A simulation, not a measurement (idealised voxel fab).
This section sets out a process module, namely voxel air gaps.
For reference, the cross-section in this document is cut, with width 180 nm and square cells of 5 nm.
Cross-section layout: square cells on a grid; listed as bands, top to bottom; a band spans one or more cell rows.
Within each band entry, the heights of the top and of the bottom of the band appear first, in that order and in nm; the materials of the band then follow from left to right, each with its corresponding width in nm. The designation "everywhere" on a single material indicates that it fills the band from edge to edge; the designation "air" indicates empty space.
Note: height 0 marks the level under which the wafer is uniformly one material as received. Lowest band unbounded below, written "top 0, no bottom".
A two-number width, for instance "30 to 40", indicates that the width is equal to the first number in the top row of the band and to the second number in the bottom row, and that it changes by a constant amount per row of cells.
A step reported as "all unchanged" is a step in which no cell of the cross-section changed.
Heads up: "Unvented internal voids" only lists the empty pockets with no open path to the top that are 8 cells or more, and it writes them as width x height at distance, distance from the left edge, in nm.
It should be noted that, on the line of a given step, the content following the step's settings is a remark produced by the simulator itself with respect to that step.
"overlay nm" on a masked step: distance the mask lay right of its planned place, negative for left.
The planned process steps are enumerated hereunder
1 RECEIVE, material Si
2 CONFORMAL_DEP, material SiO2, thk nm 10
3 CONFORMAL_DEP, material SiN, thk nm 5
4 DIRECTIONAL_DEP, material SiO2, thk nm 40
5 MASKED_ETCH, tone open, mask id LINES, width nm 25, pitch nm 55, etch materials SiO2, depth nm 40, overlay nm 0
6 CONFORMAL_DEP, material TiN, thk nm 5
7 FILL_DEP, material Ru, thk nm 10
8 CMP, height nm 55
9 EPI, material Ru, thk nm 10
10 SELECTIVE_ETCH, etch materials SiO2, depth nm 50
11 CONFORMAL_DEP, material SiCN, thk nm 5
Received-state cross-section, reflecting completion of step 1
	top 0, no bottom: Si everywhere
	Unvented internal voids: none
Post-module cross-section of the first of two wafers (run per plan)
	top 70, bottom 65: air=5, then SiCN=165, then air=10
	top 65, bottom 55: air=5, then SiCN=5, then Ru=45, then SiCN=10, then Ru=45, then SiCN=10, then Ru=45, then SiCN=5, then air=10
	top 55, bottom 50: air=5, then SiCN=15, then TiN=5, then Ru=15, then TiN=5, then SiCN=30, then TiN=5, then Ru=15, then TiN=5, then SiCN=30, then TiN=5, then Ru=15, then TiN=5, then SiCN=15, then air=10
	top 50, bottom 20: air=15, then SiCN=5, then TiN=5, then Ru=15, then TiN=5, then SiCN=5, then air=20, then SiCN=5, then TiN=5, then Ru=15, then TiN=5, then SiCN=5, then air=20, then SiCN=5, then TiN=5, then Ru=15, then TiN=5, then SiCN=5, then air=20
	top 20, bottom 15: SiCN=20, then TiN=25, then SiCN=30, then TiN=25, then SiCN=30, then TiN=25, then SiCN=25
	top 15, bottom 10: SiN everywhere
	top 10, bottom 0: SiO2 everywhere
	top 0, no bottom: Si everywhere
	Unvented internal voids: 20 x 30 at 50; 20 x 30 at 105
Now the second wafer, cross-sectioned at the end of the module. Nothing different at the start, nothing different in the plan compared with the first, just one mistake when it was actually run
	top 80, bottom 65: SiCN everywhere
	top 65, bottom 55: SiCN=10, then Ru=45, then SiCN=10, then Ru=45, then SiCN=10, then Ru=45, then SiCN=15
	top 55, bottom 50: SiCN=20, then TiN=5, then Ru=15, then TiN=5, then SiCN=30, then TiN=5, then Ru=15, then TiN=5, then SiCN=30, then TiN=5, then Ru=15, then TiN=5, then SiCN=25
	top 50, bottom 45: SiCN=20, then TiN=5, then Ru=15, then TiN=5, then SiCN=5, then air=20, then SiCN=5, then TiN=5, then Ru=15, then TiN=5, then SiCN=5, then air=20, then SiCN=5, then TiN=5, then Ru=15, then TiN=5, then SiCN=25
	top 45, bottom 40: air=10, then SiCN=10, then TiN=5, then Ru=15, then TiN=5, then SiCN=5, then air=20, then SiCN=5, then TiN=5, then Ru=15, then TiN=5, then SiCN=5, then air=20, then SiCN=5, then TiN=5, then Ru=15, then TiN=5, then SiCN=25
	top 40, bottom 30: air=10, then SiCN=10, then TiN=5, then Ru=15, then TiN=5, then SiCN=5, then air=20, then SiCN=5, then TiN=5, then Ru=15, then TiN=5, then SiCN=5, then air=20, then SiCN=5, then TiN=5, then Ru=15, then TiN=5, then SiCN=15, then air=10
	top 30, bottom 25: air=10, then SiCN=10, then TiN=5, then Ru=15, then TiN=5, then SiCN=5, then air=20, then SiCN=5, then TiN=5, then Ru=15, then TiN=5, then SiCN=5, then air=20, then SiCN=5, then TiN=5, then Ru=15, then TiN=5, then SiCN=25
	top 25, bottom 20: SiCN=20, then TiN=5, then Ru=15, then TiN=5, then SiCN=5, then air=20, then SiCN=5, then TiN=5, then Ru=15, then TiN=5, then SiCN=5, then air=20, then SiCN=5, then TiN=5, then Ru=15, then TiN=5, then SiCN=25
	top 20, bottom 15: SiCN=20, then TiN=25, then SiCN=30, then TiN=25, then SiCN=30, then TiN=25, then SiCN=25
	top 15, bottom 10: SiN everywhere
	top 10, bottom 0: SiO2 everywhere
	top 0, no bottom: Si everywhere
	Unvented internal voids: 10 x 20 at 0; 20 x 30 at 50; 20 x 30 at 105
Where did the run depart from the plan? step 11 was run on a setting that differed from the plan, and what really ran there is CONFORMAL_DEP, material SiCN, thk nm 15
Wafer comparison, final, in cells, second relative to first, materials more or fewer: +114 SiCN
Closed voids, final: 2 / 3 (first wafer / second wafer).
